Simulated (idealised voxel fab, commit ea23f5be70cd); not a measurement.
Process module heading - voxel air gaps
This is section cut - it's 245 nm across, gridded in 5 nm square cells.
If you're reading a cross-section in this doc, picture square cells in a grid; it comes to you as bands, top ones listed first down to the bottom, and a band can be one or more rows of cells. Heights first: top, then bottom, in nm. Then materials, left to right, each with a width in nm. "full width" on a single material: fills the band edge to edge. "air": empty space. Height datum 0, below which the as-received substrate wafer is one material. Lowest band open at the bottom, running downward: "from 0 down". You'd read "30->40" like this: the band's top row of cells is as wide as the first number, its bottom row is as wide as the second, and going down, every row changes width by the same amount as the row before did. Where a step carries "no alteration", the cross-section came out of it unchanged, cell for cell. Closed empty spaces (no open way to the top) of 8 cells or more are what "Non-vented voids" lists, each as width x height at distance from the left edge, nm for all three. Where a step's line continues beyond its settings, the continuation is a remark by the simulator itself on that step. "overlay nm" on a masked step: distance the mask lay right of its planned place, negative for left.
Steps planned for the process
1,RECEIVE [material Si]
2,CONFORMAL_DEP [material SiO2] [thk nm 10]
3,CONFORMAL_DEP [material SiCN] [thk nm 5]
4,DIRECTIONAL_DEP [material SiO2] [thk nm 40]
5,DIRECTIONAL_DEP [material aC] [thk nm 15]
6,PATTERN [tone open] [mask id LINES] [material resist] [width nm 15] [pitch nm 55] [thk nm 30] [overlay nm 0]
7,DIRECTIONAL_ETCH [etch materials aC] [depth nm 15]
8,STRIP [etch materials resist]
9,DIRECTIONAL_ETCH [etch materials SiO2] [depth nm 40]
10,STRIP [etch materials aC]
11,CONFORMAL_DEP [material TiN] [thk nm 5]
12,FILL_DEP [material W] [thk nm 10]
13,CMP [height nm 55]
14,EPI [material Ru] [thk nm 10]
15,SELECTIVE_ETCH [etch materials SiO2] [depth nm 50]
16,CONFORMAL_DEP [material SiCN] [thk nm 5]
The wafers in this document start out alike and differ in the width nm applied at step 6; the plan shows the value used for the first wafer.
Here's the first of the wafers in cross-section, just as we got it, i.e. after step 1
  from 0 down | Si full width
  Non-vented voids: none
End of module: cross-section of the first of several wafers after step 16, the last step
  from 70 to 65 | 15 air, then 45 SiCN, then 10 air, then 45 SiCN, then 10 air, then 45 SiCN, then 10 air, then 45 SiCN, then 20 air
  from 65 to 55 | 15 air, then 5 SiCN, then 35 Ru, then 5 SiCN, then 10 air, then 5 SiCN, then 35 Ru, then 5 SiCN, then 10 air, then 5 SiCN, then 35 Ru, then 5 SiCN, then 10 air, then 5 SiCN, then 35 Ru, then 5 SiCN, then 20 air
  from 55 to 50 | 15 air, then 15 SiCN, then 5 TiN, then 5 W, then 5 TiN, then 15 SiCN, then 10 air, then 15 SiCN, then 5 TiN, then 5 W, then 5 TiN, then 15 SiCN, then 10 air, then 15 SiCN, then 5 TiN, then 5 W, then 5 TiN, then 15 SiCN, then 10 air, then 15 SiCN, then 5 TiN, then 5 W, then 5 TiN, then 15 SiCN, then 20 air
  from 50 to 20 | 25 air, then 5 SiCN, then 5 TiN, then 5 W, then 5 TiN, then 5 SiCN, then 30 air, then 5 SiCN, then 5 TiN, then 5 W, then 5 TiN, then 5 SiCN, then 30 air, then 5 SiCN, then 5 TiN, then 5 W, then 5 TiN, then 5 SiCN, then 30 air, then 5 SiCN, then 5 TiN, then 5 W, then 5 TiN, then 5 SiCN, then 30 air
  from 20 to 15 | 30 SiCN, then 15 TiN, then 40 SiCN, then 15 TiN, then 40 SiCN, then 15 TiN, then 40 SiCN, then 15 TiN, then 35 SiCN
  from 15 to 10 | SiCN full width
  from 10 to 0 | SiO2 full width
  from 0 down | Si full width
  Non-vented voids: none
Of the several wafers, the last: cross-section at the end of the module
  from 70 to 65 | 5 air, then 235 SiCN, then 5 air
  from 65 to 55 | 5 air, then 5 SiCN, then 225 Ru, then 5 SiCN, then 5 air
  from 55 to 50 | 5 air, then 15 SiCN, then 5 TiN, then 30 W, then 5 TiN, then 15 SiO2, then 5 TiN, then 30 W, then 5 TiN, then 15 SiO2, then 5 TiN, then 30 W, then 5 TiN, then 15 SiO2, then 5 TiN, then 30 W, then 5 TiN, then 15 SiCN, then 5 air
  from 50 to 20 | 15 air, then 5 SiCN, then 5 TiN, then 30 W, then 5 TiN, then 15 SiO2, then 5 TiN, then 30 W, then 5 TiN, then 15 SiO2, then 5 TiN, then 30 W, then 5 TiN, then 15 SiO2, then 5 TiN, then 30 W, then 5 TiN, then 5 SiCN, then 15 air
  from 20 to 15 | 20 SiCN, then 40 TiN, then 15 SiO2, then 40 TiN, then 15 SiO2, then 40 TiN, then 15 SiO2, then 40 TiN, then 20 SiCN
  from 15 to 10 | SiCN full width
  from 10 to 0 | SiO2 full width
  from 0 down | Si full width
  Non-vented voids: none
Where each wafer stands at the end of the module, a row apiece: cells of each material gained (+) or lost (-) since it was received, then closed voids
width nm 15, +56 Ru, +210 SiCN, +98 SiO2, +68 TiN, +28 W, Non-vented voids: none
width nm 20, +64 Ru, +210 SiCN, +98 SiO2, +72 TiN, +56 W, Non-vented voids: none
width nm 25, +72 Ru, +210 SiCN, +98 SiO2, +76 TiN, +84 W, Non-vented voids: 20 x 30 at 55; 20 x 30 at 110; 20 x 30 at 165
width nm 30, +80 Ru, +198 SiCN, +98 SiO2, +80 TiN, +112 W, Non-vented voids: 15 x 30 at 60; 15 x 30 at 115; 15 x 30 at 170
width nm 35, +88 Ru, +126 SiCN, +194 SiO2, +84 TiN, +140 W, Non-vented voids: none
width nm 40, +90 Ru, +126 SiCN, +170 SiO2, +88 TiN, +168 W, Non-vented voids: none
